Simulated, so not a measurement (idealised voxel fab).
Documented hereafter: the process module known as voxel air gaps.
Cross-sectional view cut (width: 155 nm; square cell size: 5 nm).
Bands, listed from the top down, are how a cross-section gets written in this document; the cross-section itself is a grid of square cells, and a band is one or more rows of them. For a band, the entry starts with two heights in nm, that of the top and then that of the bottom, and carries on with the band's materials in order from left to right, each alongside its width in nm; the word "everywhere" beside a single material means it fills the band edge to edge, and "empty" means empty space. Below 0: as-received wafer, all one material; heights counted from there. Lowest band: no bottom, goes on down, written "0 and below". Width "30..40": first value at the band's top row of cells, second value at its bottom row, equal change from row to row. Reading "same as before" for a step: not a cell of the cross-section changed in it. Under "Enclosed void list" you'll find the enclosed gaps, the ones with no way out to the top, that are 8 cells or bigger; each reads width x height at distance, with distance counted from the left edge, everything in nm. That trailing text on a step's line, after the settings, is the simulator's own remark on the step. For masked steps, "overlay nm" on the step line gives how far right of plan the mask actually lay; a minus sign means it lay to the left.

# These are the steps we planned for the process
1: RECEIVE: material Si
2: CONFORMAL_DEP: material SiO2, thk nm 15
3: CONFORMAL_DEP: material SiCN, thk nm 5
4: DIRECTIONAL_DEP: material lowk, thk nm 35
5: PATTERN: tone open, mask id LINES, material resist, width nm 15, pitch nm 40, thk nm 15, overlay nm 0
6: DIRECTIONAL_ETCH: etch materials lowk, depth nm 35
7: STRIP: etch materials resist
8: CONFORMAL_DEP: material TiN, thk nm 5
9: FILL_DEP: material W, thk nm 5
10: CMP: height nm 55
11: EPI: material Ru, thk nm 10
12: SELECTIVE_ETCH: etch materials lowk, depth nm 45
13: CONFORMAL_DEP: material SiCN, thk nm 5

# Wafer, first of two, run as planned

# As received (post step 1): cross-section
0 and below  Si everywhere
Enclosed void list: none

# The wafer, seen in cross-section, after step 2
15 down to 0  SiO2 everywhere
Nothing below the height 0 has changed.

# The wafer, seen in cross-section, after step 3
20 down to 15  SiCN everywhere
Nothing below the height 15 has changed.

# The wafer, seen in cross-section, after step 4
55 down to 20  lowk everywhere
Nothing below the height 20 has changed.

# The wafer, seen in cross-section, after step 5
70 down to 55  resist 30 nm, then empty 15 nm, then resist 25 nm, then empty 15 nm, then resist 25 nm, then empty 15 nm, then resist 30 nm
Nothing below the height 55 has changed.

# The wafer, seen in cross-section, after step 6
70 down to 55  resist 30 nm, then empty 15 nm, then resist 25 nm, then empty 15 nm, then resist 25 nm, then empty 15 nm, then resist 30 nm
55 down to 20  lowk 30 nm, then empty 15 nm, then lowk 25 nm, then empty 15 nm, then lowk 25 nm, then empty 15 nm, then lowk 30 nm
Nothing below the height 20 has changed.

# The wafer, seen in cross-section, after step 7
55 down to 20  lowk 30 nm, then empty 15 nm, then lowk 25 nm, then empty 15 nm, then lowk 25 nm, then empty 15 nm, then lowk 30 nm
Nothing below the height 20 has changed.

# The wafer, seen in cross-section, after step 8
60 down to 55  TiN 35 nm, then empty 5 nm, then TiN 35 nm, then empty 5 nm, then TiN 35 nm, then empty 5 nm, then TiN 35 nm
55 down to 25  lowk 30 nm, then TiN 5 nm, then empty 5 nm, then TiN 5 nm, then lowk 25 nm, then TiN 5 nm, then empty 5 nm, then TiN 5 nm, then lowk 25 nm, then TiN 5 nm, then empty 5 nm, then TiN 5 nm, then lowk 30 nm
25 down to 20  lowk 30 nm, then TiN 15 nm, then lowk 25 nm, then TiN 15 nm, then lowk 25 nm, then TiN 15 nm, then lowk 30 nm
Nothing below the height 20 has changed.

# The wafer, seen in cross-section, after step 9
65 down to 60  W everywhere
60 down to 55  TiN 35 nm, then W 5 nm, then TiN 35 nm, then W 5 nm, then TiN 35 nm, then W 5 nm, then TiN 35 nm
55 down to 25  lowk 30 nm, then TiN 5 nm, then W 5 nm, then TiN 5 nm, then lowk 25 nm, then TiN 5 nm, then W 5 nm, then TiN 5 nm, then lowk 25 nm, then TiN 5 nm, then W 5 nm, then TiN 5 nm, then lowk 30 nm
Nothing below the height 25 has changed.

# The wafer, seen in cross-section, after step 10
55 down to 25  lowk 30 nm, then TiN 5 nm, then W 5 nm, then TiN 5 nm, then lowk 25 nm, then TiN 5 nm, then W 5 nm, then TiN 5 nm, then lowk 25 nm, then TiN 5 nm, then W 5 nm, then TiN 5 nm, then lowk 30 nm
Nothing below the height 25 has changed.

# The wafer, seen in cross-section, after step 11
65 down to 55  empty 20 nm, then Ru 35 nm, then empty 5 nm, then Ru 35 nm, then empty 5 nm, then Ru 35 nm, then empty 20 nm
Nothing below the height 55 has changed.

# The wafer, seen in cross-section, after step 12
65 down to 55  empty 20 nm, then Ru 35 nm, then empty 5 nm, then Ru 35 nm, then empty 5 nm, then Ru 35 nm, then empty 20 nm
55 down to 25  empty 30 nm, then TiN 5 nm, then W 5 nm, then TiN 5 nm, then empty 25 nm, then TiN 5 nm, then W 5 nm, then TiN 5 nm, then empty 25 nm, then TiN 5 nm, then W 5 nm, then TiN 5 nm, then empty 30 nm
25 down to 20  empty 30 nm, then TiN 15 nm, then empty 25 nm, then TiN 15 nm, then empty 25 nm, then TiN 15 nm, then empty 30 nm
Nothing below the height 20 has changed.

# The wafer, seen in cross-section, after step 13
70 down to 65  empty 15 nm, then SiCN 125 nm, then empty 15 nm
65 down to 55  empty 15 nm, then SiCN 5 nm, then Ru 35 nm, then SiCN 5 nm, then Ru 35 nm, then SiCN 5 nm, then Ru 35 nm, then SiCN 5 nm, then empty 15 nm
55 down to 50  empty 15 nm, then SiCN 15 nm, then TiN 5 nm, then W 5 nm, then TiN 5 nm, then SiCN 25 nm, then TiN 5 nm, then W 5 nm, then TiN 5 nm, then SiCN 25 nm, then TiN 5 nm, then W 5 nm, then TiN 5 nm, then SiCN 15 nm, then empty 15 nm
50 down to 25  empty 25 nm, then SiCN 5 nm, then TiN 5 nm, then W 5 nm, then TiN 5 nm, then SiCN 5 nm, then empty 15 nm, then SiCN 5 nm, then TiN 5 nm, then W 5 nm, then TiN 5 nm, then SiCN 5 nm, then empty 15 nm, then SiCN 5 nm, then TiN 5 nm, then W 5 nm, then TiN 5 nm, then SiCN 5 nm, then empty 25 nm
25 down to 20  SiCN 30 nm, then TiN 15 nm, then SiCN 25 nm, then TiN 15 nm, then SiCN 25 nm, then TiN 15 nm, then SiCN 30 nm
Nothing below the height 20 has changed.
Enclosed void list: 15 x 25 at 50; 15 x 25 at 90

# Second wafer. Start and plan as for the first. One mistake made in running. Agrees with the first up to and including step 4

# Second wafer, sectioned view, at step 5's planned end time
70 down to 55  resist 35 nm, then empty 15 nm, then resist 25 nm, then empty 15 nm, then resist 25 nm, then empty 15 nm, then resist 25 nm
Nothing below the height 55 has changed.

# Second wafer, sectioned view, at step 6's planned end time
70 down to 55  resist 35 nm, then empty 15 nm, then resist 25 nm, then empty 15 nm, then resist 25 nm, then empty 15 nm, then resist 25 nm
55 down to 20  lowk 35 nm, then empty 15 nm, then lowk 25 nm, then empty 15 nm, then lowk 25 nm, then empty 15 nm, then lowk 25 nm
Nothing below the height 20 has changed.

# Second wafer, sectioned view, at step 7's planned end time
55 down to 20  lowk 35 nm, then empty 15 nm, then lowk 25 nm, then empty 15 nm, then lowk 25 nm, then empty 15 nm, then lowk 25 nm
Nothing below the height 20 has changed.

# Second wafer, sectioned view, at step 8's planned end time
60 down to 55  TiN 40 nm, then empty 5 nm, then TiN 35 nm, then empty 5 nm, then TiN 35 nm, then empty 5 nm, then TiN 30 nm
55 down to 25  lowk 35 nm, then TiN 5 nm, then empty 5 nm, then TiN 5 nm, then lowk 25 nm, then TiN 5 nm, then empty 5 nm, then TiN 5 nm, then lowk 25 nm, then TiN 5 nm, then empty 5 nm, then TiN 5 nm, then lowk 25 nm
25 down to 20  lowk 35 nm, then TiN 15 nm, then lowk 25 nm, then TiN 15 nm, then lowk 25 nm, then TiN 15 nm, then lowk 25 nm
Nothing below the height 20 has changed.

# Second wafer, sectioned view, at step 9's planned end time
65 down to 60  W everywhere
60 down to 55  TiN 40 nm, then W 5 nm, then TiN 35 nm, then W 5 nm, then TiN 35 nm, then W 5 nm, then TiN 30 nm
55 down to 25  lowk 35 nm, then TiN 5 nm, then W 5 nm, then TiN 5 nm, then lowk 25 nm, then TiN 5 nm, then W 5 nm, then TiN 5 nm, then lowk 25 nm, then TiN 5 nm, then W 5 nm, then TiN 5 nm, then lowk 25 nm
Nothing below the height 25 has changed.

# Second wafer, sectioned view, at step 10's planned end time
55 down to 25  lowk 35 nm, then TiN 5 nm, then W 5 nm, then TiN 5 nm, then lowk 25 nm, then TiN 5 nm, then W 5 nm, then TiN 5 nm, then lowk 25 nm, then TiN 5 nm, then W 5 nm, then TiN 5 nm, then lowk 25 nm
Nothing below the height 25 has changed.

# Second wafer, sectioned view, at step 11's planned end time
65 down to 55  empty 25 nm, then Ru 35 nm, then empty 5 nm, then Ru 35 nm, then empty 5 nm, then Ru 35 nm, then empty 15 nm
Nothing below the height 55 has changed.

# Second wafer, sectioned view, at step 12's planned end time
65 down to 55  empty 25 nm, then Ru 35 nm, then empty 5 nm, then Ru 35 nm, then empty 5 nm, then Ru 35 nm, then empty 15 nm
55 down to 25  empty 35 nm, then TiN 5 nm, then W 5 nm, then TiN 5 nm, then empty 25 nm, then TiN 5 nm, then W 5 nm, then TiN 5 nm, then empty 25 nm, then TiN 5 nm, then W 5 nm, then TiN 5 nm, then empty 25 nm
25 down to 20  empty 35 nm, then TiN 15 nm, then empty 25 nm, then TiN 15 nm, then empty 25 nm, then TiN 15 nm, then empty 25 nm
Nothing below the height 20 has changed.

# Second wafer, sectioned view, at step 13's planned end time
70 down to 65  empty 20 nm, then SiCN 125 nm, then empty 10 nm
65 down to 55  empty 20 nm, then SiCN 5 nm, then Ru 35 nm, then SiCN 5 nm, then Ru 35 nm, then SiCN 5 nm, then Ru 35 nm, then SiCN 5 nm, then empty 10 nm
55 down to 50  empty 20 nm, then SiCN 15 nm, then TiN 5 nm, then W 5 nm, then TiN 5 nm, then SiCN 25 nm, then TiN 5 nm, then W 5 nm, then TiN 5 nm, then SiCN 25 nm, then TiN 5 nm, then W 5 nm, then TiN 5 nm, then SiCN 15 nm, then empty 10 nm
50 down to 25  empty 30 nm, then SiCN 5 nm, then TiN 5 nm, then W 5 nm, then TiN 5 nm, then SiCN 5 nm, then empty 15 nm, then SiCN 5 nm, then TiN 5 nm, then W 5 nm, then TiN 5 nm, then SiCN 5 nm, then empty 15 nm, then SiCN 5 nm, then TiN 5 nm, then W 5 nm, then TiN 5 nm, then SiCN 5 nm, then empty 20 nm
25 down to 20  SiCN 35 nm, then TiN 15 nm, then SiCN 25 nm, then TiN 15 nm, then SiCN 25 nm, then TiN 15 nm, then SiCN 25 nm
Nothing below the height 20 has changed.
Enclosed void list: 15 x 25 at 55; 15 x 25 at 95
Short version of what went wrong: step 5 ran with different settings than intended, the actual operation and settings being PATTERN: tone open, mask id LINES, material resist, width nm 15, pitch nm 40, thk nm 15, overlay nm 5
In the final comparison it is observed that the number of cells assigned to each material is identical for the two wafers, whereas their placement is not.
